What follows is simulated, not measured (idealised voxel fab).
process module | voxel transistor to metal
cross-section cut | 215 nm wide | cells 5 nm
A cross-section is a grid of square cells, given in bands from the top down. A band is one or more rows of cells.
Each band's line starts with the height of the band's top and of its bottom, in nm. Then come its materials from left to right, each with its width in nm. One material with "throughout" fills the band from edge to edge. "air" is empty space.
Height 0 is the level under which the wafer as received is all one material. The lowest band goes on downwards, as in "0 down".
A width such as "30 to 40" changes by the same amount from each row of cells to the next, from the band's top row to its bottom row.
"no change" after a step means that no cell of the cross-section changed.
closed voids: empty space of 8 cells or more with no open way to the top, each as width x height at its distance from the left edge, in nm
after a step's settings: what the simulator itself notes on the step
overlay nm, on a step with a mask: how far to the right of its planned place the mask lay; to the left if negative
plan
1 op RECEIVE | material Si
2 op CONFORMAL_DEP | material SiO2 | thk nm 5
3 op CONFORMAL_DEP | material SiN | thk nm 10
4 op MASKED_ETCH | tone cover | mask id ACTIVE | width nm 105 | etch materials SiN | depth nm 10 | overlay nm 0
5 op MASKED_ETCH | tone cover | mask id ACTIVE | width nm 105 | etch materials SiO2 | depth nm 5 | overlay nm 0
6 op MASKED_ETCH | tone cover | mask id ACTIVE | width nm 105 | etch materials Si | depth nm 20 | overlay nm 0
7 op FILL_DEP | material SiO2 | thk nm 10
8 op CMP | height nm 15
9 op SELECTIVE_ETCH | etch materials SiO2 | depth nm 10
10 op STRIP | etch materials SiN
11 op SELECTIVE_ETCH | etch materials SiO2 | depth nm 5
12 op OXIDIZE | depth nm 5
13 op DIRECTIONAL_DEP | material polySi | thk nm 30
14 op DIRECTIONAL_DEP | material SiCN | thk nm 10
15 op PATTERN | tone cover | mask id GATE | material resist | width nm 25 | thk nm 20 | overlay nm 0
16 op DIRECTIONAL_ETCH | etch materials SiCN | depth nm 20
17 op DIRECTIONAL_ETCH | etch materials polySi | depth nm 40
18 op STRIP | etch materials resist
19 op CONFORMAL_DEP | material SiN | thk nm 5
20 op DIRECTIONAL_ETCH | etch materials SiN | depth nm 5
21 op DIRECTIONAL_ETCH | etch materials SiO2 | depth nm 5
22 op EPI | material pSi | thk nm 5
23 op FILL_DEP | material SiO2 | thk nm 10
24 op CMP | height nm 30
25 op STRIP | etch materials polySi
26 op SELECTIVE_ETCH | etch materials SiO2 | depth nm 5
27 op CONFORMAL_DEP | material HfO2 | thk nm 5
28 op CONFORMAL_DEP | material TiN | thk nm 5
29 op FILL_DEP | material W | thk nm 5
30 op CMP | height nm 25
31 op DIRECTIONAL_DEP | material SiO2 | thk nm 15
32 op PATTERN | tone open | mask id CONTACT | material resist | width nm 15 | pitch nm 70 | thk nm 15 | overlay nm 0
33 op DIRECTIONAL_ETCH | etch materials SiO2 | depth nm 40
34 op STRIP | etch materials resist
35 op CONFORMAL_DEP | material TiN | thk nm 5
36 op FILL_DEP | material Ru | thk nm 5
37 op CMP | height nm 40
38 op DIRECTIONAL_DEP | material TiN | thk nm 5
39 op DIRECTIONAL_DEP | material W | thk nm 15
40 op DIRECTIONAL_DEP | material aC | thk nm 15
41 op PATTERN | tone cover | mask id METAL_1 | material resist | width nm 15 | pitch nm 70 | thk nm 35 | overlay nm 0
42 op DIRECTIONAL_ETCH | etch materials aC | depth nm 15
43 op STRIP | etch materials resist
44 op DIRECTIONAL_ETCH | etch materials W | depth nm 15
45 op DIRECTIONAL_ETCH | etch materials TiN | depth nm 5
46 op STRIP | etch materials aC
47 op CONFORMAL_DEP | material SiCN | thk nm 5
48 op FILL_DEP | material lowk | thk nm 5
49 op CMP | height nm 60
50 op CONFORMAL_DEP | material SiN | thk nm 5
first wafer, as planned
as received, after step 1
  0 down: Si throughout
  closed voids: none
after step 2
  5 to 0: SiO2 throughout
  below 0: unchanged
after step 3
  15 to 5: SiN throughout
  below 5: unchanged
after step 4
  15 to 5: air 55 | SiN 105 | air 55
  below 5: unchanged
after step 5
  15 to 5: air 55 | SiN 105 | air 55
  5 to 0: air 55 | SiO2 105 | air 55
  below 0: unchanged
after step 6
  15 to 5: air 55 | SiN 105 | air 55
  5 to 0: air 55 | SiO2 105 | air 55
  0 to -20: air 55 | Si 105 | air 55
  below -20: unchanged
after step 7
  25 to 15: SiO2 throughout
  15 to 5: SiO2 55 | SiN 105 | SiO2 55
  5 to 0: SiO2 throughout
  0 to -20: SiO2 55 | Si 105 | SiO2 55
  below -20: unchanged
after step 8
  15 to 5: SiO2 55 | SiN 105 | SiO2 55
  below 5: unchanged
after step 9
  15 to 5: air 55 | SiN 105 | air 55
  below 5: unchanged
after step 10
  5 to 0: SiO2 throughout
  below 0: unchanged
after step 11
  0 to -20: SiO2 55 | Si 105 | SiO2 55
  below -20: unchanged
after step 12
  0 to -5: SiO2 throughout
  below -5: unchanged
after step 13
  30 to 0: polySi throughout
  below 0: unchanged
after step 14
  40 to 30: SiCN throughout
  below 30: unchanged
after step 15
  60 to 40: air 95 | resist 25 | air 95
  below 40: unchanged
after step 16
  60 to 40: air 95 | resist 25 | air 95
  40 to 30: air 95 | SiCN 25 | air 95
  below 30: unchanged
after step 17
  60 to 40: air 95 | resist 25 | air 95
  40 to 30: air 95 | SiCN 25 | air 95
  30 to 0: air 95 | polySi 25 | air 95
  below 0: unchanged
after step 18
  40 to 30: air 95 | SiCN 25 | air 95
  below 30: unchanged
after step 19
  45 to 40: air 90 | SiN 35 | air 90
  40 to 30: air 90 | SiN 5 | SiCN 25 | SiN 5 | air 90
  30 to 5: air 90 | SiN 5 | polySi 25 | SiN 5 | air 90
  5 to 0: SiN 95 | polySi 25 | SiN 95
  below 0: unchanged
after step 20
  40 to 30: air 90 | SiN 5 | SiCN 25 | SiN 5 | air 90
  30 to 0: air 90 | SiN 5 | polySi 25 | SiN 5 | air 90
  below 0: unchanged
after step 21
  40 to 30: air 90 | SiN 5 | SiCN 25 | SiN 5 | air 90
  30 to 0: air 90 | SiN 5 | polySi 25 | SiN 5 | air 90
  0 to -5: air 90 | SiO2 35 | air 90
  below -5: unchanged
after step 22
  40 to 30: air 90 | SiN 5 | SiCN 25 | SiN 5 | air 90
  30 to 0: air 90 | SiN 5 | polySi 25 | SiN 5 | air 90
  0 to -5: air 50 | pSi 40 | SiO2 35 | pSi 40 | air 50
  below -5: unchanged
after step 23
  50 to 40: SiO2 throughout
  40 to 30: SiO2 90 | SiN 5 | SiCN 25 | SiN 5 | SiO2 90
  30 to 0: SiO2 90 | SiN 5 | polySi 25 | SiN 5 | SiO2 90
  0 to -5: SiO2 50 | pSi 40 | SiO2 35 | pSi 40 | SiO2 50
  below -5: unchanged
after step 24
  30 to 0: SiO2 90 | SiN 5 | polySi 25 | SiN 5 | SiO2 90
  below 0: unchanged
after step 25
  30 to 0: SiO2 90 | SiN 5 | air 25 | SiN 5 | SiO2 90
  below 0: unchanged
after step 26
  30 to 25: air 90 | SiN 5 | air 25 | SiN 5 | air 90
  25 to 0: SiO2 90 | SiN 5 | air 25 | SiN 5 | SiO2 90
  0 to -5: SiO2 50 | pSi 40 | air 35 | pSi 40 | SiO2 50
  below -5: unchanged
after step 27
  35 to 30: air 85 | HfO2 15 | air 15 | HfO2 15 | air 85
  30 to 25: HfO2 90 | SiN 5 | HfO2 5 | air 15 | HfO2 5 | SiN 5 | HfO2 90
  25 to 0: SiO2 90 | SiN 5 | HfO2 5 | air 15 | HfO2 5 | SiN 5 | SiO2 90
  0 to -5: SiO2 50 | pSi 40 | HfO2 35 | pSi 40 | SiO2 50
  below -5: unchanged
after step 28
  40 to 35: air 80 | TiN 25 | air 5 | TiN 25 | air 80
  35 to 30: TiN 85 | HfO2 15 | TiN 5 | air 5 | TiN 5 | HfO2 15 | TiN 85
  30 to 25: HfO2 90 | SiN 5 | HfO2 5 | TiN 5 | air 5 | TiN 5 | HfO2 5 | SiN 5 | HfO2 90
  25 to 5: SiO2 90 | SiN 5 | HfO2 5 | TiN 5 | air 5 | TiN 5 | HfO2 5 | SiN 5 | SiO2 90
  5 to 0: SiO2 90 | SiN 5 | HfO2 5 | TiN 15 | HfO2 5 | SiN 5 | SiO2 90
  below 0: unchanged
after step 29
  45 to 40: W throughout
  40 to 35: W 80 | TiN 25 | W 5 | TiN 25 | W 80
  35 to 30: TiN 85 | HfO2 15 | TiN 5 | W 5 | TiN 5 | HfO2 15 | TiN 85
  30 to 25: HfO2 90 | SiN 5 | HfO2 5 | TiN 5 | W 5 | TiN 5 | HfO2 5 | SiN 5 | HfO2 90
  25 to 5: SiO2 90 | SiN 5 | HfO2 5 | TiN 5 | W 5 | TiN 5 | HfO2 5 | SiN 5 | SiO2 90
  below 5: unchanged
after step 30
  25 to 5: SiO2 90 | SiN 5 | HfO2 5 | TiN 5 | W 5 | TiN 5 | HfO2 5 | SiN 5 | SiO2 90
  below 5: unchanged
after step 31
  40 to 25: SiO2 throughout
  below 25: unchanged
after step 32
  55 to 40: resist 65 | air 15 | resist 55 | air 15 | resist 65
  below 40: unchanged
after step 33
  55 to 40: resist 65 | air 15 | resist 55 | air 15 | resist 65
  40 to 25: SiO2 65 | air 15 | SiO2 55 | air 15 | SiO2 65
  25 to 5: SiO2 65 | air 15 | SiO2 10 | SiN 5 | HfO2 5 | TiN 5 | W 5 | TiN 5 | HfO2 5 | SiN 5 | SiO2 10 | air 15 | SiO2 65
  5 to 0: SiO2 65 | air 15 | SiO2 10 | SiN 5 | HfO2 5 | TiN 15 | HfO2 5 | SiN 5 | SiO2 10 | air 15 | SiO2 65
  below 0: unchanged
after step 34
  40 to 25: SiO2 65 | air 15 | SiO2 55 | air 15 | SiO2 65
  below 25: unchanged
after step 35
  45 to 40: TiN 70 | air 5 | TiN 65 | air 5 | TiN 70
  40 to 25: SiO2 65 | TiN 5 | air 5 | TiN 5 | SiO2 55 | TiN 5 | air 5 | TiN 5 | SiO2 65
  25 to 5: SiO2 65 | TiN 5 | air 5 | TiN 5 | SiO2 10 | SiN 5 | HfO2 5 | TiN 5 | W 5 | TiN 5 | HfO2 5 | SiN 5 | SiO2 10 | TiN 5 | air 5 | TiN 5 | SiO2 65
  5 to 0: SiO2 65 | TiN 15 | SiO2 10 | SiN 5 | HfO2 5 | TiN 15 | HfO2 5 | SiN 5 | SiO2 10 | TiN 15 | SiO2 65
  below 0: unchanged
after step 36
  50 to 45: Ru throughout
  45 to 40: TiN 70 | Ru 5 | TiN 65 | Ru 5 | TiN 70
  40 to 25: SiO2 65 | TiN 5 | Ru 5 | TiN 5 | SiO2 55 | TiN 5 | Ru 5 | TiN 5 | SiO2 65
  25 to 5: SiO2 65 | TiN 5 | Ru 5 | TiN 5 | SiO2 10 | SiN 5 | HfO2 5 | TiN 5 | W 5 | TiN 5 | HfO2 5 | SiN 5 | SiO2 10 | TiN 5 | Ru 5 | TiN 5 | SiO2 65
  below 5: unchanged
after step 37
  40 to 25: SiO2 65 | TiN 5 | Ru 5 | TiN 5 | SiO2 55 | TiN 5 | Ru 5 | TiN 5 | SiO2 65
  below 25: unchanged
after step 38
  45 to 40: TiN throughout
  below 40: unchanged
after step 39
  60 to 45: W throughout
  below 45: unchanged
after step 40
  75 to 60: aC throughout
  below 60: unchanged
after step 41
  110 to 75: air 65 | resist 15 | air 55 | resist 15 | air 65
  below 75: unchanged
after step 42
  95 to 75: air 65 | resist 15 | air 55 | resist 15 | air 65
  75 to 60: air 65 | aC 15 | air 55 | aC 15 | air 65
  below 60: unchanged
after step 43
  75 to 60: air 65 | aC 15 | air 55 | aC 15 | air 65
  below 60: unchanged
after step 44
  75 to 60: air 65 | aC 15 | air 55 | aC 15 | air 65
  60 to 45: air 65 | W 15 | air 55 | W 15 | air 65
  below 45: unchanged
after step 45
  75 to 60: air 65 | aC 15 | air 55 | aC 15 | air 65
  60 to 45: air 65 | W 15 | air 55 | W 15 | air 65
  45 to 40: air 65 | TiN 15 | air 55 | TiN 15 | air 65
  below 40: unchanged
after step 46
  60 to 45: air 65 | W 15 | air 55 | W 15 | air 65
  below 45: unchanged
after step 47
  65 to 60: air 60 | SiCN 25 | air 45 | SiCN 25 | air 60
  60 to 45: air 60 | SiCN 5 | W 15 | SiCN 5 | air 45 | SiCN 5 | W 15 | SiCN 5 | air 60
  45 to 40: SiCN 65 | TiN 15 | SiCN 55 | TiN 15 | SiCN 65
  below 40: unchanged
after step 48
  70 to 65: lowk throughout
  65 to 60: lowk 60 | SiCN 25 | lowk 45 | SiCN 25 | lowk 60
  60 to 45: lowk 60 | SiCN 5 | W 15 | SiCN 5 | lowk 45 | SiCN 5 | W 15 | SiCN 5 | lowk 60
  below 45: unchanged
after step 49
  60 to 45: lowk 60 | SiCN 5 | W 15 | SiCN 5 | lowk 45 | SiCN 5 | W 15 | SiCN 5 | lowk 60
  below 45: unchanged
after step 50
  65 to 60: SiN throughout
  below 60: unchanged
second wafer: like start, like plan, one mistake. Through step 46 it matches the first wafer
when step 47 should have ended
  75 to 60: air 50 | SiCN 45 | air 25 | SiCN 45 | air 50
  60 to 55: air 50 | SiCN 15 | W 15 | SiCN 15 | air 25 | SiCN 15 | W 15 | SiCN 15 | air 50
  55 to 45: SiCN 65 | W 15 | SiCN 55 | W 15 | SiCN 65
  45 to 40: SiCN 65 | TiN 15 | SiCN 55 | TiN 15 | SiCN 65
  below 40: unchanged
when step 48 should have ended
  80 to 75: lowk throughout
  75 to 60: lowk 50 | SiCN 45 | lowk 25 | SiCN 45 | lowk 50
  60 to 55: lowk 50 | SiCN 15 | W 15 | SiCN 15 | lowk 25 | SiCN 15 | W 15 | SiCN 15 | lowk 50
  below 55: unchanged
when step 49 should have ended
  60 to 55: lowk 50 | SiCN 15 | W 15 | SiCN 15 | lowk 25 | SiCN 15 | W 15 | SiCN 15 | lowk 50
  below 55: unchanged
when step 50 should have ended
  65 to 60: SiN throughout
  below 60: unchanged
what went wrong: step 47 ran as: op CONFORMAL_DEP | material SiCN | thk nm 15
at the end the second wafer has, in cells: 74 more of SiCN | 74 fewer of lowk
